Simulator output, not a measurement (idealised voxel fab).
process module | voxel capacitor over wiring
cross-section cut | 270 nm wide | cells 5 nm
A cross-section is a grid of square cells, given in bands from the top down. A band is one or more rows of cells.
Each band's line starts with the height of the band's top and of its bottom, in nm. Then come its materials from left to right, each with its width in nm. One material with "throughout" fills the band from edge to edge. "air" is empty space.
Height 0 is the level under which the wafer as received is all one material. The lowest band goes on downwards, as in "0 down".
A width such as "30 to 40" changes by the same amount from each row of cells to the next, from the band's top row to its bottom row.
"no change" after a step means that no cell of the cross-section changed.
closed voids: empty space of 8 cells or more with no open way to the top, each as width x height at its distance from the left edge, in nm
after a step's settings: what the simulator itself notes on the step
overlay nm, on a step with a mask: how far to the right of its planned place the mask lay; to the left if negative
plan
1 op RECEIVE | material Si
2 op CONFORMAL_DEP | material SiO2 | thk nm 15
3 op CONFORMAL_DEP | material SiN | thk nm 5
4 op DIRECTIONAL_DEP | material SiO2 | thk nm 20
5 op DIRECTIONAL_DEP | material aC | thk nm 15
6 op PATTERN | tone open | mask id METAL_1 | material resist | width nm 30 | pitch nm 80 | thk nm 35 | overlay nm 0
7 op DIRECTIONAL_ETCH | etch materials aC | depth nm 15
8 op STRIP | etch materials resist
9 op DIRECTIONAL_ETCH | etch materials SiO2 | depth nm 20
10 op DIRECTIONAL_ETCH | etch materials SiN | depth nm 5
11 op STRIP | etch materials aC
12 op CONFORMAL_DEP | material TiN | thk nm 5
13 op FILL_DEP | material Cu | thk nm 5
14 op CMP | height nm 40
15 op CONFORMAL_DEP | material SiCN | thk nm 5
16 op DIRECTIONAL_DEP | material lowk | thk nm 20
17 op MASKED_ETCH | tone open | mask id PLUG_1 | width nm 15 | etch materials lowk | depth nm 20 | overlay nm 0
18 op MASKED_ETCH | tone open | mask id PLUG_1 | width nm 15 | etch materials SiCN | depth nm 5 | overlay nm 0
19 op CONFORMAL_DEP | material TiN | thk nm 5
20 op FILL_DEP | material Cu | thk nm 5
21 op CMP | height nm 65
22 op DIRECTIONAL_DEP | material TiN | thk nm 10
23 op DIRECTIONAL_DEP | material HfO2 | thk nm 5
24 op DIRECTIONAL_DEP | material TiN | thk nm 5
25 op PATTERN | tone cover | mask id UPPER_PLATE | material resist | width nm 55 | thk nm 15 | overlay nm 0
26 op DIRECTIONAL_ETCH | etch materials TiN | depth nm 5
27 op DIRECTIONAL_ETCH | etch materials HfO2 | depth nm 5
28 op STRIP | etch materials resist
29 op DIRECTIONAL_DEP | material aC | thk nm 10
30 op PATTERN | tone cover | mask id LOWER_PLATE | material resist | width nm 65 | thk nm 25 | overlay nm 0
31 op DIRECTIONAL_ETCH | etch materials aC | depth nm 10
32 op STRIP | etch materials resist
33 op DIRECTIONAL_ETCH | etch materials TiN | depth nm 10
34 op STRIP | etch materials aC
35 op FILL_DEP | material SiO2 | thk nm 15
36 op CMP | height nm 95
37 op DIRECTIONAL_DEP | material aC | thk nm 10
38 op PATTERN | tone open | mask id PLUG_2 | material resist | width nm 15 | thk nm 30 | overlay nm 0
39 op DIRECTIONAL_ETCH | etch materials aC | depth nm 10
40 op STRIP | etch materials resist
41 op DIRECTIONAL_ETCH | etch materials SiO2 | depth nm 10
42 op STRIP | etch materials aC
43 op CONFORMAL_DEP | material TiN | thk nm 5
44 op FILL_DEP | material Ru | thk nm 5
45 op CMP | height nm 95
46 op CONFORMAL_DEP | material SiN | thk nm 5
as received, after step 1
  0 down: Si throughout
  closed voids: none
first wafer at the end, as planned
  100 to 95: SiN throughout
  95 to 90: SiO2 105 | TiN 5 | Ru 5 | TiN 5 | SiO2 150
  90 to 80: SiO2 105 to 95 | TiN 15 to 55 | SiO2 150 to 120
  80 to 75: SiO2 95 | HfO2 55 | SiO2 120
  75 to 65: SiO2 90 | TiN 65 | SiO2 115
  65 to 45: lowk 95 | TiN 5 | Cu 5 | TiN 5 | lowk 160
  45 to 40: SiCN 95 | TiN 15 | SiCN 160
  40 to 20: SiO2 80 | TiN 5 | Cu 20 | TiN 5 | SiO2 50 | TiN 5 | Cu 20 | TiN 5 | SiO2 80
  20 to 15: SiN 80 | TiN 30 | SiN 50 | TiN 30 | SiN 80
  15 to 0: SiO2 throughout
  0 down: Si throughout
  closed voids: none
second wafer at the end: like start, like plan, one mistake
  100 to 95: SiN throughout
  95 to 90: SiO2 105 | TiN 5 | Ru 5 | TiN 5 | SiO2 150
  90 to 80: SiO2 105 to 95 | TiN 15 to 55 | SiO2 150 to 120
  80 to 75: SiO2 95 | HfO2 55 | SiO2 120
  75 to 65: SiO2 90 | TiN 65 | SiO2 115
  65 to 45: lowk 95 | TiN 5 | Cu 5 | TiN 5 | lowk 160
  45 to 40: SiCN 95 | TiN 15 | SiCN 160
  40 to 20: SiO2 85 | TiN 5 | Cu 15 | TiN 5 | SiO2 55 | TiN 5 | Cu 15 | TiN 5 | SiO2 80
  20 to 15: SiN 85 | TiN 25 | SiN 55 | TiN 25 | SiN 80
  15 to 0: SiO2 throughout
  0 down: Si throughout
  closed voids: none
what went wrong: step 6 ran as: op PATTERN | tone open | mask id METAL_1 | material resist | width nm 25 | pitch nm 80 | thk nm 35 | overlay nm 0
at the end the second wafer has, in cells: 8 fewer of Cu | 2 more of SiN | 8 more of SiO2 | 2 fewer of TiN
